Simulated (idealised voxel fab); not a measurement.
The document below concerns the process module designated voxel transistor to metal.
For reference, the cross-section in this document is cut, with width 205 nm and square cells of 5 nm.
We lay out every cross-section as a grid of square cells and spell it out in bands from the top down, where one band means one or more rows of cells.
A band entry consists of two parts. The first gives the height of the band's top and the height of its bottom, in nm. The rest lists the band's materials from left to right, each with its width in nm. A single material labelled with the word "all across" fills the band from edge to edge, and the word "empty" marks empty space.
Counting heights begins at 0, where everything beneath is, in the wafer as received, one material. The lowest band has no bottom; it goes on downwards, as "top 0, no bottom" shows.
A width such as "30->40" changes by the same amount from each row of cells to the next, from the band's top row to its bottom row.
Step note "remained the same" = no cross-section cell changed.
"Cavities, sealed" contains a list of empty spaces, each no smaller than 8 cells and without an open way to the top, written in the form width x height at distance with the distance from the left edge and all three in nm.
Post-settings text on a step line: simulator's own remark regarding the step.
"overlay nm" denotes, for a step that has a mask, the displacement of the mask to the right of its planned place, with negative values corresponding to the left.

HERE'S WHAT THE PLANNED PROCESS STEPS LOOK LIKE
1,RECEIVE | material Si
2,CONFORMAL_DEP | material SiO2 | thk nm 5
3,CONFORMAL_DEP | material SiN | thk nm 10
4,DIRECTIONAL_DEP | material aC | thk nm 15
5,PATTERN | tone cover | mask id ACTIVE | material resist | width nm 110 | thk nm 35 | overlay nm 0
6,DIRECTIONAL_ETCH | etch materials aC | depth nm 15
7,STRIP | etch materials resist
8,DIRECTIONAL_ETCH | etch materials SiN | depth nm 10
9,DIRECTIONAL_ETCH | etch materials SiO2 | depth nm 5
10,DIRECTIONAL_ETCH | etch materials Si | depth nm 35
11,STRIP | etch materials aC
12,OXIDIZE | depth nm 5
13,FILL_DEP | material SiO2 | thk nm 10
14,CMP | height nm 15
15,SELECTIVE_ETCH | etch materials SiO2 | depth nm 10
16,STRIP | etch materials SiN
17,SELECTIVE_ETCH | etch materials SiO2 | depth nm 5
18,OXIDIZE | depth nm 5
19,DIRECTIONAL_DEP | material polySi | thk nm 25
20,DIRECTIONAL_DEP | material SiCN | thk nm 10
21,DIRECTIONAL_DEP | material aC | thk nm 10
22,PATTERN | tone cover | mask id GATE | material resist | width nm 20 | thk nm 25 | overlay nm 0
23,DIRECTIONAL_ETCH | etch materials aC | depth nm 10
24,STRIP | etch materials resist
25,DIRECTIONAL_ETCH | etch materials SiCN | depth nm 20
26,DIRECTIONAL_ETCH | etch materials polySi | depth nm 35
27,STRIP | etch materials aC
28,CONFORMAL_DEP | material SiO2 | thk nm 5
29,DIRECTIONAL_ETCH | etch materials SiO2 | depth nm 5
30,CONFORMAL_DEP | material SiN | thk nm 10
31,DIRECTIONAL_ETCH | etch materials SiN | depth nm 10
32,DIRECTIONAL_ETCH | etch materials SiO2 | depth nm 5
33,EPI | material pSi | thk nm 5
34,FILL_DEP | material SiO2 | thk nm 10
35,CMP | height nm 35
36,DIRECTIONAL_DEP | material SiO2 | thk nm 15
37,MASKED_ETCH | tone open | mask id CONTACT | width nm 30 | pitch nm 60 | etch materials SiO2 | depth nm 50 | overlay nm 0
38,CONFORMAL_DEP | material TiN | thk nm 5
39,FILL_DEP | material Ru | thk nm 5
40,CMP | height nm 50
41,CONFORMAL_DEP | material SiCN | thk nm 5
42,DIRECTIONAL_DEP | material SiO2 | thk nm 15
43,MASKED_ETCH | tone open | mask id METAL_1 | width nm 15 | pitch nm 75 | etch materials SiO2 | depth nm 15 | overlay nm 0
44,MASKED_ETCH | tone open | mask id METAL_1 | width nm 15 | pitch nm 75 | etch materials SiCN | depth nm 5 | overlay nm 0
45,CONFORMAL_DEP | material TiN | thk nm 5
46,FILL_DEP | material Ru | thk nm 10
47,CMP | height nm 70
48,CONFORMAL_DEP | material SiCN | thk nm 5
49,DIRECTIONAL_DEP | material SiO2 | thk nm 30
50,PATTERN | tone open | mask id METAL_2 | material resist | width nm 15 | pitch nm 75 | thk nm 15 | overlay nm 0
51,DIRECTIONAL_ETCH | etch materials SiO2 | depth nm 20
52,STRIP | etch materials resist
53,MASKED_ETCH | tone open | mask id METAL_2_HOLES | width nm 15 | pitch nm 75 | etch materials SiO2 | depth nm 10 | overlay nm 0
54,MASKED_ETCH | tone open | mask id METAL_2_HOLES | width nm 15 | pitch nm 75 | etch materials SiCN | depth nm 5 | overlay nm 0
55,CONFORMAL_DEP | material TiN | thk nm 5
56,FILL_DEP | material Ru | thk nm 10
57,CMP | height nm 105
58,CONFORMAL_DEP | material SiCN | thk nm 5

CROSS-SECTIONAL VIEW OF THE WAFER IN ITS AS-RECEIVED CONDITION, CORRESPONDING TO THE STATE AFTER STEP 1
> top 0, no bottom  Si all across
> Cavities, sealed: none

POST-MODULE CROSS-SECTION OF THE FIRST OF TWO WAFERS (RUN PER PLAN)
> top 110, bottom 105  SiCN all across
> top 105, bottom 75  55 SiO2 / 5 TiN / 5 Ru / 5 TiN / 60 SiO2 / 5 TiN / 5 Ru / 5 TiN / 60 SiO2
> top 75, bottom 70  55 SiCN / 15 TiN / 60 SiCN / 15 TiN / 60 SiCN
> top 70, bottom 55  55 SiO2 / 5 TiN / 5 Ru / 5 TiN / 60 SiO2 / 5 TiN / 5 Ru / 5 TiN / 60 SiO2
> top 55, bottom 50  55 SiCN / 15 TiN / 60 SiCN / 15 TiN / 60 SiCN
> top 50, bottom 40  55 SiO2 / 5 TiN / 20 Ru / 5 TiN / 30 SiO2 / 5 TiN / 20 Ru / 5 TiN / 60 SiO2
> top 40, bottom 35  55 SiO2 / 5 TiN / 10 Ru / 15 TiN / 30 SiO2 / 15 TiN / 10 Ru / 5 TiN / 60 SiO2
> top 35, bottom 25  55 SiO2 / 5 TiN / 10 Ru / 5 TiN / 10 SiN / 5 SiO2 / 20 SiCN / 5 SiO2 / 10 SiN / 5 TiN / 10 Ru / 5 TiN / 60 SiO2
> top 25, bottom 5  55 SiO2 / 5 TiN / 10 Ru / 5 TiN / 10 SiN / 5 SiO2 / 20 polySi / 5 SiO2 / 10 SiN / 5 TiN / 10 Ru / 5 TiN / 60 SiO2
> top 5, bottom 0  55 SiO2 / 20 TiN / 10 SiN / 5 SiO2 / 20 polySi / 5 SiO2 / 10 SiN / 20 TiN / 60 SiO2
> top 0, bottom -5  45 SiO2 / 30 pSi / 50 SiO2 / 30 pSi / 50 SiO2
> top -5, bottom -40  50 SiO2 / 100 Si / 55 SiO2
> top -40, no bottom  Si all across
> Cavities, sealed: none

MODULE END: CROSS-SECTION OF WAFER TWO OF TWO. SAME START AND PROCESS PLAN AS THE FIRST WAFER. ONE MISTAKE DURING EXECUTION
> top 110, bottom 105  SiCN all across
> top 105, bottom 75  55 SiO2 / 5 TiN / 5 Ru / 5 TiN / 60 SiO2 / 5 TiN / 5 Ru / 5 TiN / 60 SiO2
> top 75, bottom 70  55 SiCN / 15 TiN / 60 SiCN / 15 TiN / 60 SiCN
> top 70, bottom 55  55 SiO2 / 5 TiN / 5 Ru / 5 TiN / 60 SiO2 / 5 TiN / 5 Ru / 5 TiN / 60 SiO2
> top 55, bottom 50  55 SiCN / 15 TiN / 60 SiCN / 15 TiN / 60 SiCN
> top 50, bottom 40  55 SiO2 / 5 TiN / 20 Ru / 5 TiN / 30 SiO2 / 5 TiN / 20 Ru / 5 TiN / 60 SiO2
> top 40, bottom 35  55 SiO2 / 5 TiN / 15 Ru / 10 TiN / 30 SiO2 / 10 TiN / 15 Ru / 5 TiN / 60 SiO2
> top 35, bottom 25  55 SiO2 / 5 TiN / 15->10 Ru / 5->10 TiN / 10 SiN / 20 SiCN / 10 SiN / 5->10 TiN / 15->10 Ru / 5 TiN / 60 SiO2
> top 25, bottom 5  55 SiO2 / 5 TiN / 10 Ru / 5 TiN / 10 SiN / 5 SiO2 / 20 polySi / 5 SiO2 / 10 SiN / 5 TiN / 10 Ru / 5 TiN / 60 SiO2
> top 5, bottom 0  55 SiO2 / 20 TiN / 10 SiN / 5 SiO2 / 20 polySi / 5 SiO2 / 10 SiN / 20 TiN / 60 SiO2
> top 0, bottom -5  45 SiO2 / 30 pSi / 10 SiN / 30 SiO2 / 10 SiN / 30 pSi / 50 SiO2
> top -5, bottom -10  40 SiO2 / 10 SiN / 100 Si / 10 SiN / 45 SiO2
> top -10, bottom -40  50 SiO2 / 100 Si / 55 SiO2
> top -40, no bottom  Si all across
> Cavities, sealed: none
Want to know what went wrong? step 29 ran as: DIRECTIONAL_ETCH | etch materials SiO2 | depth nm 15
Upon completion, the second wafer contains, in terms of cells, a greater or smaller amount of certain materials than the first wafer: Ru +4; SiN +8; SiO2 -12
